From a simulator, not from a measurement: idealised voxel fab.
Documented hereafter: the process module known as voxel transistor to metal.
In the cross-section labelled cut, the width is 205 nm and each square cell is 5 nm.
Cross-section layout: square cells on a grid; listed as bands, top to bottom; a band spans one or more cell rows.
Quick guide to a band line: top height, bottom height (nm) up front; then every material left to right with its width in nm. Only one material and it's marked "throughout"? Then it fills the band edge to edge. And "blank" just means empty space.
Height reference: 0 = level under which incoming wafer is all one material. Lowest band: no bottom, runs on downward, e.g. "0 nm and below".
The notation "30 to 40" denotes a width that varies across the rows of cells in the band, beginning at the first number in the top row, finishing at the second number in the bottom row, and changing by an identical amount from each row to the next.
Key: "left unchanged" - step with no changed cell in the cross-section.
Under "Closed void catalog" you'll find the enclosed gaps, the ones with no way out to the top, that are 8 cells or bigger; each reads width x height at distance, with distance counted from the left edge, everything in nm.
It should be noted that, on the line of a given step, the content following the step's settings is a remark produced by the simulator itself with respect to that step.
overlay nm: for a step with a mask, the amount by which the mask lay right of where it was planned; a negative amount means left of it.
[Here's what the planned process steps look like]
1. RECEIVE [material Si]
2. CONFORMAL_DEP [material SiO2] [thk nm 5]
3. CONFORMAL_DEP [material SiN] [thk nm 15]
4. PATTERN [tone cover] [mask id ACTIVE] [material resist] [width nm 105] [thk nm 20] [overlay nm 0]
5. DIRECTIONAL_ETCH [etch materials SiN] [depth nm 15]
6. DIRECTIONAL_ETCH [etch materials SiO2] [depth nm 5]
7. DIRECTIONAL_ETCH [etch materials Si] [depth nm 30]
8. STRIP [etch materials resist]
9. OXIDIZE [depth nm 5]
10. FILL_DEP [material SiO2] [thk nm 15]
11. CMP [height nm 20]
12. SELECTIVE_ETCH [etch materials SiO2] [depth nm 15]
13. STRIP [etch materials SiN]
14. SELECTIVE_ETCH [etch materials SiO2] [depth nm 5]
15. OXIDIZE [depth nm 5]
16. DIRECTIONAL_DEP [material polySi] [thk nm 25]
17. DIRECTIONAL_DEP [material SiCN] [thk nm 10]
18. PATTERN [tone cover] [mask id GATE] [material resist] [width nm 25] [thk nm 15] [overlay nm 0]
19. DIRECTIONAL_ETCH [etch materials SiCN] [depth nm 20]
20. DIRECTIONAL_ETCH [etch materials polySi] [depth nm 35]
21. STRIP [etch materials resist]
22. CONFORMAL_DEP [material SiN] [thk nm 10]
23. DIRECTIONAL_ETCH [etch materials SiN] [depth nm 10]
24. DIRECTIONAL_ETCH [etch materials SiO2] [depth nm 5]
25. EPI [material nSi] [thk nm 5]
26. FILL_DEP [material SiO2] [thk nm 10]
27. CMP [height nm 25]
28. STRIP [etch materials polySi]
29. SELECTIVE_ETCH [etch materials SiO2] [depth nm 5]
30. CONFORMAL_DEP [material HfO2] [thk nm 5]
31. CONFORMAL_DEP [material TiN] [thk nm 5]
32. FILL_DEP [material W] [thk nm 10]
33. CMP [height nm 20]
34. DIRECTIONAL_DEP [material SiO2] [thk nm 15]
35. MASKED_ETCH [tone open] [mask id CONTACT] [width nm 15] [pitch nm 80] [etch materials SiO2] [depth nm 35] [overlay nm 0]
36. CONFORMAL_DEP [material TiN] [thk nm 5]
37. FILL_DEP [material W] [thk nm 5]
38. CMP [height nm 35]
39. DIRECTIONAL_DEP [material TiN] [thk nm 5]
40. DIRECTIONAL_DEP [material W] [thk nm 15]
41. DIRECTIONAL_DEP [material aC] [thk nm 10]
42. PATTERN [tone cover] [mask id METAL_1] [material resist] [width nm 15] [pitch nm 80] [thk nm 25] [overlay nm 0]
43. DIRECTIONAL_ETCH [etch materials aC] [depth nm 10]
44. STRIP [etch materials resist]
45. DIRECTIONAL_ETCH [etch materials W] [depth nm 15]
46. DIRECTIONAL_ETCH [etch materials TiN] [depth nm 5]
47. STRIP [etch materials aC]
48. CONFORMAL_DEP [material SiCN] [thk nm 5]
49. FILL_DEP [material SiO2] [thk nm 10]
50. CMP [height nm 55]
51. CONFORMAL_DEP [material SiCN] [thk nm 5]
52. DIRECTIONAL_DEP [material SiO2] [thk nm 30]
53. MASKED_ETCH [tone open] [mask id METAL_2] [width nm 15] [pitch nm 80] [etch materials SiO2] [depth nm 20] [overlay nm 0]
54. DIRECTIONAL_DEP [material aC] [thk nm 15]
55. PATTERN [tone open] [mask id METAL_2_HOLES] [material resist] [width nm 15] [pitch nm 80] [thk nm 35] [overlay nm 0]
56. DIRECTIONAL_ETCH [etch materials aC] [depth nm 15]
57. STRIP [etch materials resist]
58. DIRECTIONAL_ETCH [etch materials SiO2] [depth nm 10]
59. DIRECTIONAL_ETCH [etch materials SiCN] [depth nm 5]
60. STRIP [etch materials aC]
61. CONFORMAL_DEP [material TiN] [thk nm 5]
62. FILL_DEP [material Cu] [thk nm 5]
63. CMP [height nm 90]
64. CONFORMAL_DEP [material SiCN] [thk nm 5]
[first wafer, as planned]
[This is the cross-section of the wafer as we received it, i.e. after step 1]
- 0 nm and below: Si throughout
- Closed void catalog: none
[Step 2 done - wafer cross-section]
- 5 nm to 0 nm: SiO2 throughout
- Nothing below the height 0 has changed.
[Step 3 done - wafer cross-section]
- 20 nm to 5 nm: SiN throughout
- Nothing below the height 5 has changed.
[Step 4 done - wafer cross-section]
- 40 nm to 20 nm: blank 50 nm, resist 105 nm, blank 50 nm
- Nothing below the height 20 has changed.
[Step 5 done - wafer cross-section]
- 40 nm to 20 nm: blank 50 nm, resist 105 nm, blank 50 nm
- 20 nm to 5 nm: blank 50 nm, SiN 105 nm, blank 50 nm
- Nothing below the height 5 has changed.
[Step 6 done - wafer cross-section]
- 40 nm to 20 nm: blank 50 nm, resist 105 nm, blank 50 nm
- 20 nm to 5 nm: blank 50 nm, SiN 105 nm, blank 50 nm
- 5 nm to 0 nm: blank 50 nm, SiO2 105 nm, blank 50 nm
- Nothing below the height 0 has changed.
[Step 7 done - wafer cross-section]
- 40 nm to 20 nm: blank 50 nm, resist 105 nm, blank 50 nm
- 20 nm to 5 nm: blank 50 nm, SiN 105 nm, blank 50 nm
- 5 nm to 0 nm: blank 50 nm, SiO2 105 nm, blank 50 nm
- 0 nm to -30 nm: blank 50 nm, Si 105 nm, blank 50 nm
- Nothing below the height -30 has changed.
[Step 8 done - wafer cross-section]
- 20 nm to 5 nm: blank 50 nm, SiN 105 nm, blank 50 nm
- Nothing below the height 5 has changed.
[Step 9 done - wafer cross-section]
- 20 nm to 5 nm: blank 50 nm, SiN 105 nm, blank 50 nm
- 5 nm to 0 nm: blank 50 nm, SiO2 105 nm, blank 50 nm
- 0 nm to -30 nm: blank 50 nm, SiO2 5 nm, Si 95 nm, SiO2 5 nm, blank 50 nm
- -30 nm to -35 nm: SiO2 55 nm, Si 95 nm, SiO2 55 nm
- Nothing below the height -35 has changed.
[Step 10 done - wafer cross-section]
- 35 nm to 20 nm: SiO2 throughout
- 20 nm to 5 nm: SiO2 50 nm, SiN 105 nm, SiO2 50 nm
- 5 nm to 0 nm: SiO2 throughout
- 0 nm to -35 nm: SiO2 55 nm, Si 95 nm, SiO2 55 nm
- Nothing below the height -35 has changed.
[Step 11 done - wafer cross-section]
- 20 nm to 5 nm: SiO2 50 nm, SiN 105 nm, SiO2 50 nm
- Nothing below the height 5 has changed.
[Step 12 done - wafer cross-section]
- 20 nm to 5 nm: blank 50 nm, SiN 105 nm, blank 50 nm
- Nothing below the height 5 has changed.
[Step 13 done - wafer cross-section]
- 5 nm to 0 nm: SiO2 throughout
- Nothing below the height 0 has changed.
[Step 14 done - wafer cross-section]
- 0 nm to -35 nm: SiO2 55 nm, Si 95 nm, SiO2 55 nm
- Nothing below the height -35 has changed.
[Step 15 done - wafer cross-section]
- 0 nm to -5 nm: SiO2 throughout
- Nothing below the height -5 has changed.
[Step 16 done - wafer cross-section]
- 25 nm to 0 nm: polySi throughout
- Nothing below the height 0 has changed.
[Step 17 done - wafer cross-section]
- 35 nm to 25 nm: SiCN throughout
- Nothing below the height 25 has changed.
[Step 18 done - wafer cross-section]
- 50 nm to 35 nm: blank 90 nm, resist 25 nm, blank 90 nm
- Nothing below the height 35 has changed.
[Step 19 done - wafer cross-section]
- 50 nm to 35 nm: blank 90 nm, resist 25 nm, blank 90 nm
- 35 nm to 25 nm: blank 90 nm, SiCN 25 nm, blank 90 nm
- Nothing below the height 25 has changed.
[Step 20 done - wafer cross-section]
- 50 nm to 35 nm: blank 90 nm, resist 25 nm, blank 90 nm
- 35 nm to 25 nm: blank 90 nm, SiCN 25 nm, blank 90 nm
- 25 nm to 0 nm: blank 90 nm, polySi 25 nm, blank 90 nm
- Nothing below the height 0 has changed.
[Step 21 done - wafer cross-section]
- 35 nm to 25 nm: blank 90 nm, SiCN 25 nm, blank 90 nm
- Nothing below the height 25 has changed.
[Step 22 done - wafer cross-section]
- 45 nm to 35 nm: blank 80 nm, SiN 45 nm, blank 80 nm
- 35 nm to 25 nm: blank 80 nm, SiN 10 nm, SiCN 25 nm, SiN 10 nm, blank 80 nm
- 25 nm to 10 nm: blank 80 nm, SiN 10 nm, polySi 25 nm, SiN 10 nm, blank 80 nm
- 10 nm to 0 nm: SiN 90 nm, polySi 25 nm, SiN 90 nm
- Nothing below the height 0 has changed.
[Step 23 done - wafer cross-section]
- 35 nm to 25 nm: blank 80 nm, SiN 10 nm, SiCN 25 nm, SiN 10 nm, blank 80 nm
- 25 nm to 0 nm: blank 80 nm, SiN 10 nm, polySi 25 nm, SiN 10 nm, blank 80 nm
- Nothing below the height 0 has changed.
[Step 24 done - wafer cross-section]
- 35 nm to 25 nm: blank 80 nm, SiN 10 nm, SiCN 25 nm, SiN 10 nm, blank 80 nm
- 25 nm to 0 nm: blank 80 nm, SiN 10 nm, polySi 25 nm, SiN 10 nm, blank 80 nm
- 0 nm to -5 nm: blank 80 nm, SiO2 45 nm, blank 80 nm
- Nothing below the height -5 has changed.
[Step 25 done - wafer cross-section]
- 35 nm to 25 nm: blank 80 nm, SiN 10 nm, SiCN 25 nm, SiN 10 nm, blank 80 nm
- 25 nm to 0 nm: blank 80 nm, SiN 10 nm, polySi 25 nm, SiN 10 nm, blank 80 nm
- 0 nm to -5 nm: blank 50 nm, nSi 30 nm, SiO2 45 nm, nSi 30 nm, blank 50 nm
- Nothing below the height -5 has changed.
[Step 26 done - wafer cross-section]
- 45 nm to 35 nm: SiO2 throughout
- 35 nm to 25 nm: SiO2 80 nm, SiN 10 nm, SiCN 25 nm, SiN 10 nm, SiO2 80 nm
- 25 nm to 0 nm: SiO2 80 nm, SiN 10 nm, polySi 25 nm, SiN 10 nm, SiO2 80 nm
- 0 nm to -5 nm: SiO2 50 nm, nSi 30 nm, SiO2 45 nm, nSi 30 nm, SiO2 50 nm
- Nothing below the height -5 has changed.
[Step 27 done - wafer cross-section]
- 25 nm to 0 nm: SiO2 80 nm, SiN 10 nm, polySi 25 nm, SiN 10 nm, SiO2 80 nm
- Nothing below the height 0 has changed.
[Step 28 done - wafer cross-section]
- 25 nm to 0 nm: SiO2 80 nm, SiN 10 nm, blank 25 nm, SiN 10 nm, SiO2 80 nm
- Nothing below the height 0 has changed.
[Step 29 done - wafer cross-section]
- 25 nm to 20 nm: blank 80 nm, SiN 10 nm, blank 25 nm, SiN 10 nm, blank 80 nm
- 20 nm to 0 nm: SiO2 80 nm, SiN 10 nm, blank 25 nm, SiN 10 nm, SiO2 80 nm
- 0 nm to -5 nm: SiO2 50 nm, nSi 30 nm, SiO2 5 nm, blank 35 nm, SiO2 5 nm, nSi 30 nm, SiO2 50 nm
- Nothing below the height -5 has changed.
[Step 30 done - wafer cross-section]
- 30 nm to 25 nm: blank 75 nm, HfO2 20 nm, blank 15 nm, HfO2 20 nm, blank 75 nm
- 25 nm to 20 nm: HfO2 80 nm, SiN 10 nm, HfO2 5 nm, blank 15 nm, HfO2 5 nm, SiN 10 nm, HfO2 80 nm
- 20 nm to 0 nm: SiO2 80 nm, SiN 10 nm, HfO2 5 nm, blank 15 nm, HfO2 5 nm, SiN 10 nm, SiO2 80 nm
- 0 nm to -5 nm: SiO2 50 nm, nSi 30 nm, SiO2 5 nm, HfO2 35 nm, SiO2 5 nm, nSi 30 nm, SiO2 50 nm
- Nothing below the height -5 has changed.
[Step 31 done - wafer cross-section]
- 35 nm to 30 nm: blank 70 nm, TiN 30 nm, blank 5 nm, TiN 30 nm, blank 70 nm
- 30 nm to 25 nm: TiN 75 nm, HfO2 20 nm, TiN 5 nm, blank 5 nm, TiN 5 nm, HfO2 20 nm, TiN 75 nm
- 25 nm to 20 nm: HfO2 80 nm, SiN 10 nm, HfO2 5 nm, TiN 5 nm, blank 5 nm, TiN 5 nm, HfO2 5 nm, SiN 10 nm, HfO2 80 nm
- 20 nm to 5 nm: SiO2 80 nm, SiN 10 nm, HfO2 5 nm, TiN 5 nm, blank 5 nm, TiN 5 nm, HfO2 5 nm, SiN 10 nm, SiO2 80 nm
- 5 nm to 0 nm: SiO2 80 nm, SiN 10 nm, HfO2 5 nm, TiN 15 nm, HfO2 5 nm, SiN 10 nm, SiO2 80 nm
- Nothing below the height 0 has changed.
[Step 32 done - wafer cross-section]
- 45 nm to 35 nm: W throughout
- 35 nm to 30 nm: W 70 nm, TiN 30 nm, W 5 nm, TiN 30 nm, W 70 nm
- 30 nm to 25 nm: TiN 75 nm, HfO2 20 nm, TiN 5 nm, W 5 nm, TiN 5 nm, HfO2 20 nm, TiN 75 nm
- 25 nm to 20 nm: HfO2 80 nm, SiN 10 nm, HfO2 5 nm, TiN 5 nm, W 5 nm, TiN 5 nm, HfO2 5 nm, SiN 10 nm, HfO2 80 nm
- 20 nm to 5 nm: SiO2 80 nm, SiN 10 nm, HfO2 5 nm, TiN 5 nm, W 5 nm, TiN 5 nm, HfO2 5 nm, SiN 10 nm, SiO2 80 nm
- Nothing below the height 5 has changed.
[Step 33 done - wafer cross-section]
- 20 nm to 5 nm: SiO2 80 nm, SiN 10 nm, HfO2 5 nm, TiN 5 nm, W 5 nm, TiN 5 nm, HfO2 5 nm, SiN 10 nm, SiO2 80 nm
- Nothing below the height 5 has changed.
[Step 34 done - wafer cross-section]
- 35 nm to 20 nm: SiO2 throughout
- Nothing below the height 20 has changed.
[Step 35 done - wafer cross-section]
- 35 nm to 20 nm: SiO2 55 nm, blank 15 nm, SiO2 65 nm, blank 15 nm, SiO2 55 nm
- 20 nm to 5 nm: SiO2 55 nm, blank 15 nm, SiO2 10 nm, SiN 10 nm, HfO2 5 nm, TiN 5 nm, W 5 nm, TiN 5 nm, HfO2 5 nm, SiN 10 nm, SiO2 10 nm, blank 15 nm, SiO2 55 nm
- 5 nm to 0 nm: SiO2 55 nm, blank 15 nm, SiO2 10 nm, SiN 10 nm, HfO2 5 nm, TiN 15 nm, HfO2 5 nm, SiN 10 nm, SiO2 10 nm, blank 15 nm, SiO2 55 nm
- Nothing below the height 0 has changed.
[Step 36 done - wafer cross-section]
- 40 nm to 35 nm: TiN 60 nm, blank 5 nm, TiN 75 nm, blank 5 nm, TiN 60 nm
- 35 nm to 20 nm: SiO2 55 nm, TiN 5 nm, blank 5 nm, TiN 5 nm, SiO2 65 nm, TiN 5 nm, blank 5 nm, TiN 5 nm, SiO2 55 nm
- 20 nm to 5 nm: SiO2 55 nm, TiN 5 nm, blank 5 nm, TiN 5 nm, SiO2 10 nm, SiN 10 nm, HfO2 5 nm, TiN 5 nm, W 5 nm, TiN 5 nm, HfO2 5 nm, SiN 10 nm, SiO2 10 nm, TiN 5 nm, blank 5 nm, TiN 5 nm, SiO2 55 nm
- 5 nm to 0 nm: SiO2 55 nm, TiN 15 nm, SiO2 10 nm, SiN 10 nm, HfO2 5 nm, TiN 15 nm, HfO2 5 nm, SiN 10 nm, SiO2 10 nm, TiN 15 nm, SiO2 55 nm
- Nothing below the height 0 has changed.
[Step 37 done - wafer cross-section]
- 45 nm to 40 nm: W throughout
- 40 nm to 35 nm: TiN 60 nm, W 5 nm, TiN 75 nm, W 5 nm, TiN 60 nm
- 35 nm to 20 nm: SiO2 55 nm, TiN 5 nm, W 5 nm, TiN 5 nm, SiO2 65 nm, TiN 5 nm, W 5 nm, TiN 5 nm, SiO2 55 nm
- 20 nm to 5 nm: SiO2 55 nm, TiN 5 nm, W 5 nm, TiN 5 nm, SiO2 10 nm, SiN 10 nm, HfO2 5 nm, TiN 5 nm, W 5 nm, TiN 5 nm, HfO2 5 nm, SiN 10 nm, SiO2 10 nm, TiN 5 nm, W 5 nm, TiN 5 nm, SiO2 55 nm
- Nothing below the height 5 has changed.
[Step 38 done - wafer cross-section]
- 35 nm to 20 nm: SiO2 55 nm, TiN 5 nm, W 5 nm, TiN 5 nm, SiO2 65 nm, TiN 5 nm, W 5 nm, TiN 5 nm, SiO2 55 nm
- Nothing below the height 20 has changed.
[Step 39 done - wafer cross-section]
- 40 nm to 35 nm: TiN throughout
- Nothing below the height 35 has changed.
[Step 40 done - wafer cross-section]
- 55 nm to 40 nm: W throughout
- Nothing below the height 40 has changed.
[Step 41 done - wafer cross-section]
- 65 nm to 55 nm: aC throughout
- Nothing below the height 55 has changed.
[Step 42 done - wafer cross-section]
- 90 nm to 65 nm: blank 55 nm, resist 15 nm, blank 65 nm, resist 15 nm, blank 55 nm
- Nothing below the height 65 has changed.
[Step 43 done - wafer cross-section]
- 80 nm to 65 nm: blank 55 nm, resist 15 nm, blank 65 nm, resist 15 nm, blank 55 nm
- 65 nm to 55 nm: blank 55 nm, aC 15 nm, blank 65 nm, aC 15 nm, blank 55 nm
- Nothing below the height 55 has changed.
[Step 44 done - wafer cross-section]
- 65 nm to 55 nm: blank 55 nm, aC 15 nm, blank 65 nm, aC 15 nm, blank 55 nm
- Nothing below the height 55 has changed.
[Step 45 done - wafer cross-section]
- 65 nm to 55 nm: blank 55 nm, aC 15 nm, blank 65 nm, aC 15 nm, blank 55 nm
- 55 nm to 40 nm: blank 55 nm, W 15 nm, blank 65 nm, W 15 nm, blank 55 nm
- Nothing below the height 40 has changed.
[Step 46 done - wafer cross-section]
- 65 nm to 55 nm: blank 55 nm, aC 15 nm, blank 65 nm, aC 15 nm, blank 55 nm
- 55 nm to 40 nm: blank 55 nm, W 15 nm, blank 65 nm, W 15 nm, blank 55 nm
- 40 nm to 35 nm: blank 55 nm, TiN 15 nm, blank 65 nm, TiN 15 nm, blank 55 nm
- Nothing below the height 35 has changed.
[Step 47 done - wafer cross-section]
- 55 nm to 40 nm: blank 55 nm, W 15 nm, blank 65 nm, W 15 nm, blank 55 nm
- Nothing below the height 40 has changed.
[Step 48 done - wafer cross-section]
- 60 nm to 55 nm: blank 50 nm, SiCN 25 nm, blank 55 nm, SiCN 25 nm, blank 50 nm
- 55 nm to 40 nm: blank 50 nm, SiCN 5 nm, W 15 nm, SiCN 5 nm, blank 55 nm, SiCN 5 nm, W 15 nm, SiCN 5 nm, blank 50 nm
- 40 nm to 35 nm: SiCN 55 nm, TiN 15 nm, SiCN 65 nm, TiN 15 nm, SiCN 55 nm
- Nothing below the height 35 has changed.
[Step 49 done - wafer cross-section]
- 70 nm to 60 nm: SiO2 throughout
- 60 nm to 55 nm: SiO2 50 nm, SiCN 25 nm, SiO2 55 nm, SiCN 25 nm, SiO2 50 nm
- 55 nm to 40 nm: SiO2 50 nm, SiCN 5 nm, W 15 nm, SiCN 5 nm, SiO2 55 nm, SiCN 5 nm, W 15 nm, SiCN 5 nm, SiO2 50 nm
- Nothing below the height 40 has changed.
[Step 50 done - wafer cross-section]
- 55 nm to 40 nm: SiO2 50 nm, SiCN 5 nm, W 15 nm, SiCN 5 nm, SiO2 55 nm, SiCN 5 nm, W 15 nm, SiCN 5 nm, SiO2 50 nm
- Nothing below the height 40 has changed.
[Step 51 done - wafer cross-section]
- 60 nm to 55 nm: SiCN throughout
- Nothing below the height 55 has changed.
[Step 52 done - wafer cross-section]
- 90 nm to 60 nm: SiO2 throughout
- Nothing below the height 60 has changed.
[Step 53 done - wafer cross-section]
- 90 nm to 70 nm: SiO2 55 nm, blank 15 nm, SiO2 65 nm, blank 15 nm, SiO2 55 nm
- Nothing below the height 70 has changed.
[Step 54 done - wafer cross-section]
- 105 nm to 90 nm: aC 55 nm, blank 15 nm, aC 65 nm, blank 15 nm, aC 55 nm
- 90 nm to 85 nm: SiO2 55 nm, blank 15 nm, SiO2 65 nm, blank 15 nm, SiO2 55 nm
- 85 nm to 70 nm: SiO2 55 nm, aC 15 nm, SiO2 65 nm, aC 15 nm, SiO2 55 nm
- Nothing below the height 70 has changed.
[Step 55 done - wafer cross-section]
- 140 nm to 105 nm: resist 55 nm, blank 15 nm, resist 65 nm, blank 15 nm, resist 55 nm
- Nothing below the height 105 has changed.
[Step 56 done - wafer cross-section]
- 125 nm to 105 nm: resist 55 nm, blank 15 nm, resist 65 nm, blank 15 nm, resist 55 nm
- 105 nm to 90 nm: aC 55 nm, blank 15 nm, aC 65 nm, blank 15 nm, aC 55 nm
- 90 nm to 70 nm: SiO2 55 nm, blank 15 nm, SiO2 65 nm, blank 15 nm, SiO2 55 nm
- Nothing below the height 70 has changed.
[Step 57 done - wafer cross-section]
- 105 nm to 90 nm: aC 55 nm, blank 15 nm, aC 65 nm, blank 15 nm, aC 55 nm
- Nothing below the height 90 has changed.
[Step 58 done - wafer cross-section]
- 105 nm to 90 nm: aC 55 nm, blank 15 nm, aC 65 nm, blank 15 nm, aC 55 nm
- 90 nm to 60 nm: SiO2 55 nm, blank 15 nm, SiO2 65 nm, blank 15 nm, SiO2 55 nm
- Nothing below the height 60 has changed.
[Step 59 done - wafer cross-section]
- 105 nm to 90 nm: aC 55 nm, blank 15 nm, aC 65 nm, blank 15 nm, aC 55 nm
- 90 nm to 60 nm: SiO2 55 nm, blank 15 nm, SiO2 65 nm, blank 15 nm, SiO2 55 nm
- 60 nm to 55 nm: SiCN 55 nm, blank 15 nm, SiCN 65 nm, blank 15 nm, SiCN 55 nm
- Nothing below the height 55 has changed.
[Step 60 done - wafer cross-section]
- 90 nm to 60 nm: SiO2 55 nm, blank 15 nm, SiO2 65 nm, blank 15 nm, SiO2 55 nm
- Nothing below the height 60 has changed.
[Step 61 done - wafer cross-section]
- 95 nm to 90 nm: TiN 60 nm, blank 5 nm, TiN 75 nm, blank 5 nm, TiN 60 nm
- 90 nm to 60 nm: SiO2 55 nm, TiN 5 nm, blank 5 nm, TiN 5 nm, SiO2 65 nm, TiN 5 nm, blank 5 nm, TiN 5 nm, SiO2 55 nm
- 60 nm to 55 nm: SiCN 55 nm, TiN 15 nm, SiCN 65 nm, TiN 15 nm, SiCN 55 nm
- Nothing below the height 55 has changed.
[Step 62 done - wafer cross-section]
- 100 nm to 95 nm: Cu throughout
- 95 nm to 90 nm: TiN 60 nm, Cu 5 nm, TiN 75 nm, Cu 5 nm, TiN 60 nm
- 90 nm to 60 nm: SiO2 55 nm, TiN 5 nm, Cu 5 nm, TiN 5 nm, SiO2 65 nm, TiN 5 nm, Cu 5 nm, TiN 5 nm, SiO2 55 nm
- Nothing below the height 60 has changed.
[Step 63 done - wafer cross-section]
- 90 nm to 60 nm: SiO2 55 nm, TiN 5 nm, Cu 5 nm, TiN 5 nm, SiO2 65 nm, TiN 5 nm, Cu 5 nm, TiN 5 nm, SiO2 55 nm
- Nothing below the height 60 has changed.
[Step 64 done - wafer cross-section]
- 95 nm to 90 nm: SiCN throughout
- Nothing below the height 90 has changed.
[Wafer two of two - same starting point, same process plan, one mistake in execution; matches wafer one up to and including step 49]
Cross-section of the second wafer corresponding to the planned conclusion of step 50: left unchanged
[Cross-section of the second wafer corresponding to the planned conclusion of step 51]
- 75 nm to 70 nm: SiCN throughout
- Nothing below the height 70 has changed.
[Cross-section of the second wafer corresponding to the planned conclusion of step 52]
- 105 nm to 75 nm: SiO2 throughout
- Nothing below the height 75 has changed.
[Cross-section of the second wafer corresponding to the planned conclusion of step 53]
- 105 nm to 85 nm: SiO2 55 nm, blank 15 nm, SiO2 65 nm, blank 15 nm, SiO2 55 nm
- Nothing below the height 85 has changed.
[Cross-section of the second wafer corresponding to the planned conclusion of step 54]
- 120 nm to 105 nm: aC 55 nm, blank 15 nm, aC 65 nm, blank 15 nm, aC 55 nm
- 105 nm to 100 nm: SiO2 55 nm, blank 15 nm, SiO2 65 nm, blank 15 nm, SiO2 55 nm
- 100 nm to 85 nm: SiO2 55 nm, aC 15 nm, SiO2 65 nm, aC 15 nm, SiO2 55 nm
- Nothing below the height 85 has changed.
[Cross-section of the second wafer corresponding to the planned conclusion of step 55]
- 155 nm to 120 nm: resist 55 nm, blank 15 nm, resist 65 nm, blank 15 nm, resist 55 nm
- Nothing below the height 120 has changed.
[Cross-section of the second wafer corresponding to the planned conclusion of step 56]
- 140 nm to 120 nm: resist 55 nm, blank 15 nm, resist 65 nm, blank 15 nm, resist 55 nm
- 120 nm to 105 nm: aC 55 nm, blank 15 nm, aC 65 nm, blank 15 nm, aC 55 nm
- 105 nm to 85 nm: SiO2 55 nm, blank 15 nm, SiO2 65 nm, blank 15 nm, SiO2 55 nm
- Nothing below the height 85 has changed.
[Cross-section of the second wafer corresponding to the planned conclusion of step 57]
- 120 nm to 105 nm: aC 55 nm, blank 15 nm, aC 65 nm, blank 15 nm, aC 55 nm
- Nothing below the height 105 has changed.
[Cross-section of the second wafer corresponding to the planned conclusion of step 58]
- 120 nm to 105 nm: aC 55 nm, blank 15 nm, aC 65 nm, blank 15 nm, aC 55 nm
- 105 nm to 75 nm: SiO2 55 nm, blank 15 nm, SiO2 65 nm, blank 15 nm, SiO2 55 nm
- Nothing below the height 75 has changed.
[Cross-section of the second wafer corresponding to the planned conclusion of step 59]
- 120 nm to 105 nm: aC 55 nm, blank 15 nm, aC 65 nm, blank 15 nm, aC 55 nm
- 105 nm to 75 nm: SiO2 55 nm, blank 15 nm, SiO2 65 nm, blank 15 nm, SiO2 55 nm
- 75 nm to 70 nm: SiCN 55 nm, blank 15 nm, SiCN 65 nm, blank 15 nm, SiCN 55 nm
- Nothing below the height 70 has changed.
[Cross-section of the second wafer corresponding to the planned conclusion of step 60]
- 105 nm to 75 nm: SiO2 55 nm, blank 15 nm, SiO2 65 nm, blank 15 nm, SiO2 55 nm
- Nothing below the height 75 has changed.
[Cross-section of the second wafer corresponding to the planned conclusion of step 61]
- 110 nm to 105 nm: TiN 60 nm, blank 5 nm, TiN 75 nm, blank 5 nm, TiN 60 nm
- 105 nm to 75 nm: SiO2 55 nm, TiN 5 nm, blank 5 nm, TiN 5 nm, SiO2 65 nm, TiN 5 nm, blank 5 nm, TiN 5 nm, SiO2 55 nm
- 75 nm to 70 nm: SiCN 55 nm, TiN 15 nm, SiCN 65 nm, TiN 15 nm, SiCN 55 nm
- Nothing below the height 70 has changed.
[Cross-section of the second wafer corresponding to the planned conclusion of step 62]
- 115 nm to 110 nm: Cu throughout
- 110 nm to 105 nm: TiN 60 nm, Cu 5 nm, TiN 75 nm, Cu 5 nm, TiN 60 nm
- 105 nm to 75 nm: SiO2 55 nm, TiN 5 nm, Cu 5 nm, TiN 5 nm, SiO2 65 nm, TiN 5 nm, Cu 5 nm, TiN 5 nm, SiO2 55 nm
- Nothing below the height 75 has changed.
[Cross-section of the second wafer corresponding to the planned conclusion of step 63]
- 90 nm to 75 nm: SiO2 55 nm, TiN 5 nm, Cu 5 nm, TiN 5 nm, SiO2 65 nm, TiN 5 nm, Cu 5 nm, TiN 5 nm, SiO2 55 nm
- Nothing below the height 75 has changed.
[Cross-section of the second wafer corresponding to the planned conclusion of step 64]
- 95 nm to 90 nm: SiCN throughout
- Nothing below the height 90 has changed.
What broke from the plan during processing? step 50 was dropped from the plan's execution and never run
Per the end-of-run cell counts, the second wafer holds more or fewer of some materials than the first: -6 Cu, +10 SiCN, +8 SiO2, -12 TiN
